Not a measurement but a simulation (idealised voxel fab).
Proc. module: voxel ribs on slabs
Section shown: cut. Width: 285 nm. Cell size: 5 nm, square.
If you're reading a cross-section in this doc, picture square cells in a grid; it comes to you as bands, top ones listed first down to the bottom, and a band can be one or more rows of cells.
Basically the band line says how high the top is and how high the bottom is, in nm, and then what's in it from left to right, every material with its width in nm. Empty space shows up as "empty", and if a single material carries "edge to edge" it runs the full band edge to edge.
Height reference: 0 = level under which incoming wafer is all one material. Lowest band: no bottom, runs on downward, e.g. "0 and below".
Top row gets the first number, bottom row gets the second, and each row in between changes by the same step: that is how a band width like "30->40" works.
Basically "same as before" means that step didn't change any cell in the cross-section.
"Internal closed voids": sealed empty spaces, 8 cells or more, no open way to top, listed width x height at distance, with distance from the left edge and width, height and distance in nm.
Step line, after settings: the simulator's comment on this step.
The setting "overlay nm" may be written on the line of a step. When the step uses a mask, the value reports how far to the right of the planned place the mask lay, and a negative value reports that it lay to the left.

## Planned process steps
1) RECEIVE: material Si
2) DIRECTIONAL_DEP: material SiO2, thk nm 20
3) DIRECTIONAL_DEP: material polySi, thk nm 15
4) PATTERN: tone cover, mask id RIB, material resist, width nm 20, thk nm 15, overlay nm 0
5) DIRECTIONAL_ETCH: etch materials polySi, depth nm 5
6) STRIP: etch materials resist
7) MASKED_ETCH: tone cover, mask id SLAB, width nm 60, etch materials polySi, depth nm 10, overlay nm 0
8) FILL_DEP: material SiO2, thk nm 20
9) CMP: height nm 50
10) DIRECTIONAL_DEP: material TiN, thk nm 5
11) PATTERN: tone cover, mask id HEATER, material resist, width nm 30, thk nm 20, overlay nm 0
12) DIRECTIONAL_ETCH: etch materials TiN, depth nm 5
13) STRIP: etch materials resist
14) CONFORMAL_DEP: material SiN, thk nm 10

## So this is the incoming wafer in cross-section - it's already been through step 1
    0 and below: Si edge to edge
    Internal closed voids: none

## The cross-section shown corresponds to the wafer at the conclusion of the module. The initial structure and the process plan are those presented above; however, one mistake occurred in executing the plan
    65 down to 60: empty=115 | SiN=50 | empty=120
    60 down to 55: SiN edge to edge
    55 down to 50: SiN=125 | TiN=30 | SiN=130
    50 down to 35: SiO2 edge to edge
    35 down to 20: TiN edge to edge
    20 down to 0: SiO2 edge to edge
    0 and below: Si edge to edge
    Internal closed voids: none
In executing the process, a mistake was made relative to the plan: heads up, step 3 didn't go per plan, it actually ran as DIRECTIONAL_DEP: material TiN, thk nm 15
